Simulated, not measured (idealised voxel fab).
Proc. module: voxel ribs on slabs
It is cross-section cut that appears here, measuring 260 nm in width, its square cells being 5 nm in size.
Think of the cross-section as a grid of square cells. We describe it in bands, top to bottom, and each band covers one or more rows of those cells.
The entry gives the band's vertical extent as a top height and a bottom height in nm, then its horizontal make-up as materials from left to right, each with a width in nm. "air" stands for empty space; a single material marked "all across" fills the band edge to edge.
For the purposes of this specification, 0 denotes the height below which the wafer in its as-received condition is composed wholly of one material, and the lowermost band, lacking a lower limit, extends downward without end, as expressed in "top 0, no bottom".
When a width is written as two numbers, as in "30..40", the first number is the width in the top row of cells of the band and the second is the width in its bottom row, and the width changes by the same amount from each row to the next.
"no modification" means the step left every cell of the cross-section as it was.
Voids not open to the top, 8 cells minimum: see "Completely enclosed voids". Written width x height at distance; distance is from the left edge; nm.
Where a step's line continues beyond its settings, the continuation is a remark by the simulator itself on that step.
overlay nm: mask right of planned place by this much (step with mask). Neg. = left.

These are the steps we planned for the process:
- 1: RECEIVE (material Si)
- 2: DIRECTIONAL_DEP (material SiO2; thk nm 20)
- 3: DIRECTIONAL_DEP (material polySi; thk nm 25)
- 4: MASKED_ETCH (tone cover; mask id RIB; width nm 15; etch materials polySi; depth nm 20; overlay nm 0)
- 5: PATTERN (tone cover; mask id SLAB; material resist; width nm 75; thk nm 20; overlay nm 0)
- 6: DIRECTIONAL_ETCH (etch materials polySi; depth nm 5)
- 7: STRIP (etch materials resist)
- 8: FILL_DEP (material SiO2; thk nm 25)
- 9: CMP (height nm 65)
- 10: DIRECTIONAL_DEP (material W; thk nm 5)
- 11: MASKED_ETCH (tone cover; mask id HEATER; width nm 25; etch materials W; depth nm 5; overlay nm 0)
- 12: CONFORMAL_DEP (material SiN; thk nm 5)

Wafer cross-section on receipt, i.e. after step 1:
    top 0, no bottom = Si all across
    Completely enclosed voids: none

Module complete, cross-section. Starting point and plan per above. One mistake made in running the module:
    top 75, bottom 70 = air 120 nm | SiN 35 nm | air 105 nm
    top 70, bottom 65 = SiN 125 nm | W 25 nm | SiN 110 nm
    top 65, bottom 45 = SiO2 all across
    top 45, bottom 25 = SiO2 120 nm | polySi 15 nm | SiO2 125 nm
    top 25, bottom 20 = SiO2 90 nm | polySi 75 nm | SiO2 95 nm
    top 20, bottom 0 = SiO2 all across
    top 0, no bottom = Si all across
    Completely enclosed voids: none
The plan and the run diverged here: contrary to plan, step 11 was performed as MASKED_ETCH (tone cover; mask id HEATER; width nm 25; etch materials W; depth nm 5; overlay nm 10)
